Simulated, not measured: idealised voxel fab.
The process module that follows is named voxel capacitor over wiring.
The cross-section on display is named cut; it measures 260 nm wide, and its cells are 5 nm squares.
Each cross-section below is a grid of square cells, stated as bands in top-down order, with one or more rows of cells making up each band.
Look at the band entry: it leads with the top's height and the bottom's height in nm. Then it lists the materials left to right, with a width in nm for each. The word "all across" on a single material says that material fills the band edge to edge. The word "blank" is empty space.
The reference from which all heights are counted is 0, the level beneath which the as-received wafer is entirely one material; the lowest band, having no lower bound, proceeds downward and is written after the example "0 nm and below".
Think of "30->40" as a width that walks from the first number to the second as you go down the band, top row to bottom row, taking equal-sized steps from row to row.
Where the words "no modifications" appear for a step, the cross-section shows no cell changed by that step; every cell remained as before.
Under "Closed void roster" you'll find the enclosed gaps, the ones with no way out to the top, that are 8 cells or bigger; each reads width x height at distance, with distance counted from the left edge, everything in nm.
On each step's line, the part that comes after the settings is the simulator's own comment on the step.
The "overlay nm" setting may appear on a step's line; for a step that uses a mask, it gives how far to the right of its planned position the mask lay, and a negative value indicates the left.
Plan:
- 1: RECEIVE,material Si
- 2: CONFORMAL_DEP,material SiO2,thk nm 10
- 3: CONFORMAL_DEP,material SiN,thk nm 5
- 4: DIRECTIONAL_DEP,material SiO2,thk nm 20
- 5: MASKED_ETCH,tone open,mask id METAL_1,width nm 25,pitch nm 75,etch materials SiO2,depth nm 20,overlay nm 0
- 6: MASKED_ETCH,tone open,mask id METAL_1,width nm 25,pitch nm 75,etch materials SiN,depth nm 5,overlay nm 0
- 7: CONFORMAL_DEP,material TiN,thk nm 5
- 8: FILL_DEP,material Cu,thk nm 5
- 9: CMP,height nm 35
- 10: CONFORMAL_DEP,material SiCN,thk nm 5
- 11: DIRECTIONAL_DEP,material SiO2,thk nm 20
- 12: DIRECTIONAL_DEP,material aC,thk nm 10
- 13: PATTERN,tone open,mask id PLUG_1,material resist,width nm 15,thk nm 25,overlay nm 0
- 14: DIRECTIONAL_ETCH,etch materials aC,depth nm 10
- 15: STRIP,etch materials resist
- 16: DIRECTIONAL_ETCH,etch materials SiO2,depth nm 20
- 17: DIRECTIONAL_ETCH,etch materials SiCN,depth nm 5
- 18: STRIP,etch materials aC
- 19: EPI,material Ru,thk nm 10
- 20: EPI,material Ru,thk nm 10
- 21: EPI,material Ru,thk nm 5
- 22: DIRECTIONAL_DEP,material TiN,thk nm 5
- 23: DIRECTIONAL_DEP,material HfO2,thk nm 5
- 24: DIRECTIONAL_DEP,material TiN,thk nm 5
- 25: PATTERN,tone cover,mask id UPPER_PLATE,material resist,width nm 55,thk nm 20,overlay nm 0
- 26: DIRECTIONAL_ETCH,etch materials TiN,depth nm 5
- 27: DIRECTIONAL_ETCH,etch materials HfO2,depth nm 5
- 28: STRIP,etch materials resist
- 29: PATTERN,tone cover,mask id LOWER_PLATE,material resist,width nm 65,thk nm 20,overlay nm 0
- 30: DIRECTIONAL_ETCH,etch materials TiN,depth nm 5
- 31: STRIP,etch materials resist
- 32: FILL_DEP,material SiO2,thk nm 20
- 33: CMP,height nm 90
- 34: DIRECTIONAL_DEP,material aC,thk nm 15
- 35: PATTERN,tone open,mask id PLUG_2,material resist,width nm 15,thk nm 35,overlay nm 0
- 36: DIRECTIONAL_ETCH,etch materials aC,depth nm 15
- 37: STRIP,etch materials resist
- 38: DIRECTIONAL_ETCH,etch materials SiO2,depth nm 15
- 39: STRIP,etch materials aC
- 40: CONFORMAL_DEP,material TiN,thk nm 5
- 41: FILL_DEP,material Ru,thk nm 5
- 42: CMP,height nm 90
- 43: CONFORMAL_DEP,material SiCN,thk nm 5
Cross-sectional view of the wafer in its as-received condition, corresponding to the state after step 1:
* 0 nm and below = Si all across
* Closed void roster: none
End-of-module XS, first of two wafers, run as planned:
* 95 nm to 90 nm = SiCN all across
* 90 nm to 80 nm = 100 nm SiO2 / 5 nm TiN / 5 nm Ru / 5 nm TiN / 145 nm SiO2
* 80 nm to 70 nm = 100->90 nm SiO2 / 15->55 nm TiN / 145->115 nm SiO2
* 70 nm to 65 nm = 90 nm SiO2 / 55 nm HfO2 / 115 nm SiO2
* 65 nm to 60 nm = 85 nm SiO2 / 65 nm TiN / 110 nm SiO2
* 60 nm to 40 nm = 90 nm SiO2 / 15 nm Ru / 155 nm SiO2
* 40 nm to 35 nm = 90 nm SiCN / 15 nm Ru / 155 nm SiCN
* 35 nm to 15 nm = 80 nm SiO2 / 5 nm TiN / 15 nm Cu / 5 nm TiN / 50 nm SiO2 / 5 nm TiN / 15 nm Cu / 5 nm TiN / 80 nm SiO2
* 15 nm to 10 nm = 80 nm SiN / 25 nm TiN / 50 nm SiN / 25 nm TiN / 80 nm SiN
* 10 nm to 0 nm = SiO2 all across
* 0 nm and below = Si all across
* Closed void roster: none
Second of two wafers, module complete, sectioned: it shares the first wafer's start and plan but was run with one mistake:
* 95 nm to 90 nm = SiCN all across
* 90 nm to 80 nm = 100 nm SiO2 / 5 nm TiN / 5 nm Ru / 5 nm TiN / 145 nm SiO2
* 80 nm to 70 nm = 100->90 nm SiO2 / 15->55 nm TiN / 145->115 nm SiO2
* 70 nm to 65 nm = 90 nm SiO2 / 55 nm HfO2 / 115 nm SiO2
* 65 nm to 60 nm = 85 nm SiO2 / 65 nm TiN / 110 nm SiO2
* 60 nm to 40 nm = 90 nm SiO2 / 15 nm Ru / 155 nm SiO2
* 40 nm to 35 nm = 90 nm SiCN / 15 nm Ru / 155 nm SiCN
* 35 nm to 30 nm = 85 nm TiN / 15 nm Cu / 60 nm TiN / 15 nm Cu / 85 nm TiN
* 30 nm to 10 nm = 80 nm SiO2 / 5 nm TiN / 15 nm Cu / 5 nm TiN / 50 nm SiO2 / 5 nm TiN / 15 nm Cu / 5 nm TiN / 80 nm SiO2
* 10 nm to 5 nm = 80 nm SiN / 25 nm TiN / 50 nm SiN / 25 nm TiN / 80 nm SiN
* 5 nm to 0 nm = SiO2 all across
* 0 nm and below = Si all across
* Closed void roster: none
Error vs. plan: step 2 ran with different settings than intended, the actual operation and settings being CONFORMAL_DEP,material SiO2,thk nm 5
The second wafer ends with more or fewer cells of some materials than the first, per final count: Cu +6, SiO2 -52, TiN +46
